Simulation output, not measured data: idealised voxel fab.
process module | voxel self aligned vias
cross-section cut | 170 nm wide | cells 5 nm
A cross-section is a grid of square cells, given in bands from the top down. A band is one or more rows of cells.
Each band's line starts with the height of the band's top and of its bottom, in nm. Then come its materials from left to right, each with its width in nm. One material with "throughout" fills the band from edge to edge. "air" is empty space.
Height 0 is the level under which the wafer as received is all one material. The lowest band goes on downwards, as in "0 down".
A width such as "30 to 40" changes by the same amount from each row of cells to the next, from the band's top row to its bottom row.
"no change" after a step means that no cell of the cross-section changed.
closed voids: empty space of 8 cells or more with no open way to the top, each as width x height at its distance from the left edge, in nm
after a step's settings: what the simulator itself notes on the step
overlay nm, on a step with a mask: how far to the right of its planned place the mask lay; to the left if negative
plan
1 op RECEIVE | material Si
2 op CONFORMAL_DEP | material SiO2 | thk nm 15
3 op CONFORMAL_DEP | material SiCN | thk nm 5
4 op DIRECTIONAL_DEP | material lowk | thk nm 20
5 op PATTERN | tone open | mask id LINES | material resist | width nm 20 | pitch nm 55 | thk nm 20 | overlay nm -5
6 op DIRECTIONAL_ETCH | etch materials lowk | depth nm 20
7 op STRIP | etch materials resist
8 op CONFORMAL_DEP | material TiN | thk nm 5
9 op FILL_DEP | material Ru | thk nm 5
10 op CMP | height nm 40
11 op SELECTIVE_ETCH | etch materials W Ru TiN | depth nm 10
12 op FILL_DEP | material SiN | thk nm 10
13 op CMP | height nm 40
14 op DIRECTIONAL_DEP | material lowk | thk nm 20
15 op MASKED_ETCH | tone open | mask id VIAS | width nm 30 | pitch nm 110 | etch materials lowk | depth nm 20 | overlay nm 0
16 op MASKED_ETCH | tone open | mask id VIAS | width nm 30 | pitch nm 110 | etch materials SiN | depth nm 10 | overlay nm 0
17 op CONFORMAL_DEP | material TiN | thk nm 5
18 op FILL_DEP | material Ru | thk nm 10
19 op CMP | height nm 60
20 op CONFORMAL_DEP | material SiN | thk nm 5
varied across the wafers: overlay nm of step 5. The plan shows the first wafer's value. All wafers start alike
first wafer as received, after step 1
  0 down: Si throughout
  closed voids: none
each wafer at the end: cells of each material gained (+) or lost (-) since it was received, then its closed voids
overlay nm -5 | +38 Ru | +34 SiCN | +42 SiN | +102 SiO2 | +50 TiN | +176 lowk | closed voids: none
overlay nm 0 | +38 Ru | +34 SiCN | +42 SiN | +102 SiO2 | +50 TiN | +176 lowk | closed voids: none
overlay nm 5 | +38 Ru | +34 SiCN | +42 SiN | +102 SiO2 | +50 TiN | +176 lowk | closed voids: none
